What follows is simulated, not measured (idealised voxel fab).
process module | voxel capacitor over wiring
cross-section cut | 220 nm wide | cells 5 nm
A cross-section is a grid of square cells, given in bands from the top down. A band is one or more rows of cells.
Each band's line starts with the height of the band's top and of its bottom, in nm. Then come its materials from left to right, each with its width in nm. One material with "throughout" fills the band from edge to edge. "air" is empty space.
Height 0 is the level under which the wafer as received is all one material. The lowest band goes on downwards, as in "0 down".
A width such as "30 to 40" changes by the same amount from each row of cells to the next, from the band's top row to its bottom row.
"no change" after a step means that no cell of the cross-section changed.
closed voids: empty space of 8 cells or more with no open way to the top, each as width x height at its distance from the left edge, in nm
after a step's settings: what the simulator itself notes on the step
overlay nm, on a step with a mask: how far to the right of its planned place the mask lay; to the left if negative
plan
1 op RECEIVE | material Si
2 op CONFORMAL_DEP | material SiO2 | thk nm 10
3 op CONFORMAL_DEP | material SiCN | thk nm 5
4 op DIRECTIONAL_DEP | material lowk | thk nm 20
5 op DIRECTIONAL_DEP | material aC | thk nm 15
6 op PATTERN | tone open | mask id METAL_1 | material resist | width nm 30 | pitch nm 90 | thk nm 30 | overlay nm 0
7 op DIRECTIONAL_ETCH | etch materials aC | depth nm 15
8 op STRIP | etch materials resist
9 op DIRECTIONAL_ETCH | etch materials lowk | depth nm 20
10 op DIRECTIONAL_ETCH | etch materials SiCN | depth nm 5
11 op STRIP | etch materials aC
12 op CONFORMAL_DEP | material TiN | thk nm 5
13 op FILL_DEP | material Cu | thk nm 10
14 op CMP | height nm 35
15 op CONFORMAL_DEP | material SiCN | thk nm 5
16 op DIRECTIONAL_DEP | material lowk | thk nm 10
17 op PATTERN | tone open | mask id PLUG_1 | material resist | width nm 15 | thk nm 15 | overlay nm 0
18 op DIRECTIONAL_ETCH | etch materials lowk | depth nm 10
19 op DIRECTIONAL_ETCH | etch materials SiCN | depth nm 5
20 op STRIP | etch materials resist
21 op CONFORMAL_DEP | material TiN | thk nm 5
22 op FILL_DEP | material Ru | thk nm 5
23 op CMP | height nm 50
24 op DIRECTIONAL_DEP | material TiN | thk nm 10
25 op DIRECTIONAL_DEP | material SiN | thk nm 5
26 op DIRECTIONAL_DEP | material TiN | thk nm 5
27 op DIRECTIONAL_DEP | material aC | thk nm 15
28 op PATTERN | tone cover | mask id UPPER_PLATE | material resist | width nm 65 | thk nm 35 | overlay nm 0
29 op DIRECTIONAL_ETCH | etch materials aC | depth nm 15
30 op STRIP | etch materials resist
31 op DIRECTIONAL_ETCH | etch materials TiN | depth nm 10
32 op DIRECTIONAL_ETCH | etch materials SiN | depth nm 5
33 op STRIP | etch materials aC
34 op PATTERN | tone cover | mask id LOWER_PLATE | material resist | width nm 75 | thk nm 20 | overlay nm 0
35 op DIRECTIONAL_ETCH | etch materials TiN | depth nm 10
36 op STRIP | etch materials resist
37 op FILL_DEP | material SiO2 | thk nm 15
38 op CMP | height nm 85
39 op DIRECTIONAL_DEP | material aC | thk nm 15
40 op PATTERN | tone open | mask id PLUG_2 | material resist | width nm 15 | thk nm 30 | overlay nm 0
41 op DIRECTIONAL_ETCH | etch materials aC | depth nm 15
42 op STRIP | etch materials resist
43 op DIRECTIONAL_ETCH | etch materials SiO2 | depth nm 10
44 op STRIP | etch materials aC
45 op CONFORMAL_DEP | material TiN | thk nm 5
46 op FILL_DEP | material Ru | thk nm 10
47 op CMP | height nm 85
48 op CONFORMAL_DEP | material SiN | thk nm 5
varied across the wafers: thk nm of step 26. The plan shows the first wafer's value. All wafers start alike
first wafer as received, after step 1
  0 down: Si throughout
  closed voids: none
each wafer at the end: cells of each material gained (+) or lost (-) since it was received, then its closed voids
thk nm 5 | +32 Cu | +3 Ru | +73 SiCN | +57 SiN | +334 SiO2 | +83 TiN | +210 lowk | closed voids: none
thk nm 10 | +32 Cu | +3 Ru | +73 SiCN | +57 SiN | +321 SiO2 | +96 TiN | +210 lowk | closed voids: none
thk nm 15 | +32 Cu | +2 Ru | +73 SiCN | +88 SiN | +220 SiO2 | +167 TiN | +210 lowk | closed voids: none
thk nm 20 | +32 Cu | +2 Ru | +73 SiCN | +88 SiN | +208 SiO2 | +179 TiN | +210 lowk | closed voids: none
thk nm 25 | +32 Cu | +2 Ru | +73 SiCN | +88 SiN | +177 SiO2 | +210 TiN | +210 lowk | closed voids: none
